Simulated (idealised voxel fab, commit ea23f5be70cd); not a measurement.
Process module under the name voxel self aligned contacts
In the cross-section labelled cut, the width is 255 nm and each square cell is 5 nm.
The cross-sections in this document take the form of a grid made of square cells. They are written out as bands, in order from top to bottom. Each band consists of one or more rows of cells.
Read a band's entry like this: the first values are the height of its top and the height of its bottom in nm, and what follows is the sequence of materials from left to right, each with its width in nm. Note that "air" is empty space, and that a single material marked "everywhere" reaches across the band from edge to edge.
For the purposes of this specification, 0 denotes the height below which the wafer in its as-received condition is composed wholly of one material, and the lowermost band, lacking a lower limit, extends downward without end, as expressed in "top 0, no bottom".
Per-row width for "30..40": begins at first number (top row of band), ends at second number (bottom row), increment between rows held constant.
"no modifications" means the step left every cell of the cross-section as it was.
"Trapped voids" enumerates empty spaces isolated from the top, with no open way to it, that contain at least 8 cells, giving each as width x height at distance from the left edge, all three in nm.
Read whatever lies past the settings on a step's line as the simulator's own remark about the step.
The optional step-line setting "overlay nm" applies to steps with a mask and quantifies how far to the right of its planned location the mask lay, a negative value indicating leftward placement.
**Planned step list for the process**
step 1: RECEIVE (material Si)
step 2: OXIDIZE (depth nm 5)
step 3: DIRECTIONAL_DEP (material polySi; thk nm 20)
step 4: DIRECTIONAL_DEP (material SiN; thk nm 25)
step 5: DIRECTIONAL_DEP (material aC; thk nm 10)
step 6: PATTERN (tone cover; mask id GATE; material resist; width nm 30; pitch nm 65; thk nm 25; overlay nm 0)
step 7: DIRECTIONAL_ETCH (etch materials aC; depth nm 10)
step 8: STRIP (etch materials resist)
step 9: DIRECTIONAL_ETCH (etch materials SiN; depth nm 25)
step 10: DIRECTIONAL_ETCH (etch materials polySi; depth nm 20)
step 11: STRIP (etch materials aC)
step 12: CONFORMAL_DEP (material SiN; thk nm 10)
step 13: DIRECTIONAL_ETCH (etch materials SiN; depth nm 10)
step 14: FILL_DEP (material SiO2; thk nm 10)
step 15: CMP (height nm 50)
step 16: MASKED_ETCH (tone open; mask id CONTACT; width nm 45; etch materials SiO2; depth nm 55; overlay nm 0)
step 17: CONFORMAL_DEP (material TiN; thk nm 5)
step 18: FILL_DEP (material Ru; thk nm 5)
step 19: CMP (height nm 50)
step 20: CONFORMAL_DEP (material SiCN; thk nm 5)
**Run as planned: first of two wafers**
**So this is the incoming wafer in cross-section - it's already been through step 1**
> top 0, no bottom  Si everywhere
> Trapped voids: none
**Step 2 complete: cross-section through the wafer**
> top 0, bottom -5  SiO2 everywhere
> Everything below -5 is unchanged.
**Step 3 complete: cross-section through the wafer**
> top 20, bottom 0  polySi everywhere
> Everything below 0 is unchanged.
**Step 4 complete: cross-section through the wafer**
> top 45, bottom 20  SiN everywhere
> Everything below 20 is unchanged.
**Step 5 complete: cross-section through the wafer**
> top 55, bottom 45  aC everywhere
> Everything below 45 is unchanged.
**Step 6 complete: cross-section through the wafer**
> top 80, bottom 55  80 of air  30 of resist  35 of air  30 of resist  80 of air
> Everything below 55 is unchanged.
**Step 7 complete: cross-section through the wafer**
> top 70, bottom 55  80 of air  30 of resist  35 of air  30 of resist  80 of air
> top 55, bottom 45  80 of air  30 of aC  35 of air  30 of aC  80 of air
> Everything below 45 is unchanged.
**Step 8 complete: cross-section through the wafer**
> top 55, bottom 45  80 of air  30 of aC  35 of air  30 of aC  80 of air
> Everything below 45 is unchanged.
**Step 9 complete: cross-section through the wafer**
> top 55, bottom 45  80 of air  30 of aC  35 of air  30 of aC  80 of air
> top 45, bottom 20  80 of air  30 of SiN  35 of air  30 of SiN  80 of air
> Everything below 20 is unchanged.
**Step 10 complete: cross-section through the wafer**
> top 55, bottom 45  80 of air  30 of aC  35 of air  30 of aC  80 of air
> top 45, bottom 20  80 of air  30 of SiN  35 of air  30 of SiN  80 of air
> top 20, bottom 0  80 of air  30 of polySi  35 of air  30 of polySi  80 of air
> Everything below 0 is unchanged.
**Step 11 complete: cross-section through the wafer**
> top 45, bottom 20  80 of air  30 of SiN  35 of air  30 of SiN  80 of air
> Everything below 20 is unchanged.
**Step 12 complete: cross-section through the wafer**
> top 55, bottom 20  70 of air  50 of SiN  15 of air  50 of SiN  70 of air
> top 20, bottom 10  70 of air  10 of SiN  30 of polySi  10 of SiN  15 of air  10 of SiN  30 of polySi  10 of SiN  70 of air
> top 10, bottom 0  80 of SiN  30 of polySi  35 of SiN  30 of polySi  80 of SiN
> Everything below 0 is unchanged.
**Step 13 complete: cross-section through the wafer**
> top 45, bottom 20  70 of air  50 of SiN  15 of air  50 of SiN  70 of air
> top 20, bottom 0  70 of air  10 of SiN  30 of polySi  10 of SiN  15 of air  10 of SiN  30 of polySi  10 of SiN  70 of air
> Everything below 0 is unchanged.
**Step 14 complete: cross-section through the wafer**
> top 55, bottom 45  SiO2 everywhere
> top 45, bottom 20  70 of SiO2  50 of SiN  15 of SiO2  50 of SiN  70 of SiO2
> top 20, bottom 0  70 of SiO2  10 of SiN  30 of polySi  10 of SiN  15 of SiO2  10 of SiN  30 of polySi  10 of SiN  70 of SiO2
> Everything below 0 is unchanged.
**Step 15 complete: cross-section through the wafer**
> top 50, bottom 45  SiO2 everywhere
> Everything below 45 is unchanged.
**Step 16 complete: cross-section through the wafer**
> top 50, bottom 45  105 of SiO2  45 of air  105 of SiO2
> top 45, bottom 20  70 of SiO2  50 of SiN  15 of air  50 of SiN  70 of SiO2
> top 20, bottom 0  70 of SiO2  10 of SiN  30 of polySi  10 of SiN  15 of air  10 of SiN  30 of polySi  10 of SiN  70 of SiO2
> top 0, bottom -5  120 of SiO2  15 of air  120 of SiO2
> Everything below -5 is unchanged.
**Step 17 complete: cross-section through the wafer**
> top 55, bottom 50  110 of TiN  35 of air  110 of TiN
> top 50, bottom 45  105 of SiO2  20 of TiN  5 of air  20 of TiN  105 of SiO2
> top 45, bottom 20  70 of SiO2  50 of SiN  5 of TiN  5 of air  5 of TiN  50 of SiN  70 of SiO2
> top 20, bottom 0  70 of SiO2  10 of SiN  30 of polySi  10 of SiN  5 of TiN  5 of air  5 of TiN  10 of SiN  30 of polySi  10 of SiN  70 of SiO2
> top 0, bottom -5  120 of SiO2  15 of TiN  120 of SiO2
> Everything below -5 is unchanged.
**Step 18 complete: cross-section through the wafer**
> top 60, bottom 55  Ru everywhere
> top 55, bottom 50  110 of TiN  35 of Ru  110 of TiN
> top 50, bottom 45  105 of SiO2  20 of TiN  5 of Ru  20 of TiN  105 of SiO2
> top 45, bottom 20  70 of SiO2  50 of SiN  5 of TiN  5 of Ru  5 of TiN  50 of SiN  70 of SiO2
> top 20, bottom 0  70 of SiO2  10 of SiN  30 of polySi  10 of SiN  5 of TiN  5 of Ru  5 of TiN  10 of SiN  30 of polySi  10 of SiN  70 of SiO2
> Everything below 0 is unchanged.
**Step 19 complete: cross-section through the wafer**
> top 50, bottom 45  105 of SiO2  20 of TiN  5 of Ru  20 of TiN  105 of SiO2
> Everything below 45 is unchanged.
**Step 20 complete: cross-section through the wafer**
> top 55, bottom 50  SiCN everywhere
> Everything below 50 is unchanged.
**The second wafer began exactly as the first did and followed the same plan, but one mistake was made while running it; through step 16 inclusive, the two wafers are identical**
**Look at the second wafer in cross-section at the time step 17 ought to have finished**
> top 55, bottom 50  110 of SiN  35 of air  110 of SiN
> top 50, bottom 45  105 of SiO2  20 of SiN  5 of air  20 of SiN  105 of SiO2
> top 45, bottom 20  70 of SiO2  55 of SiN  5 of air  55 of SiN  70 of SiO2
> top 20, bottom 0  70 of SiO2  10 of SiN  30 of polySi  15 of SiN  5 of air  15 of SiN  30 of polySi  10 of SiN  70 of SiO2
> top 0, bottom -5  120 of SiO2  15 of SiN  120 of SiO2
> Everything below -5 is unchanged.
**Look at the second wafer in cross-section at the time step 18 ought to have finished**
> top 60, bottom 55  Ru everywhere
> top 55, bottom 50  110 of SiN  35 of Ru  110 of SiN
> top 50, bottom 45  105 of SiO2  20 of SiN  5 of Ru  20 of SiN  105 of SiO2
> top 45, bottom 20  70 of SiO2  55 of SiN  5 of Ru  55 of SiN  70 of SiO2
> top 20, bottom 0  70 of SiO2  10 of SiN  30 of polySi  15 of SiN  5 of Ru  15 of SiN  30 of polySi  10 of SiN  70 of SiO2
> Everything below 0 is unchanged.
**Look at the second wafer in cross-section at the time step 19 ought to have finished**
> top 50, bottom 45  105 of SiO2  20 of SiN  5 of Ru  20 of SiN  105 of SiO2
> Everything below 45 is unchanged.
**Look at the second wafer in cross-section at the time step 20 ought to have finished**
> top 55, bottom 50  SiCN everywhere
> Everything below 50 is unchanged.
Nonconformance to the process plan: step 17 did not use the planned setting and instead ran as CONFORMAL_DEP (material SiN; thk nm 5)
Wafer comparison, final, in cells, second relative to first, materials more or fewer: +29 SiN; -29 TiN
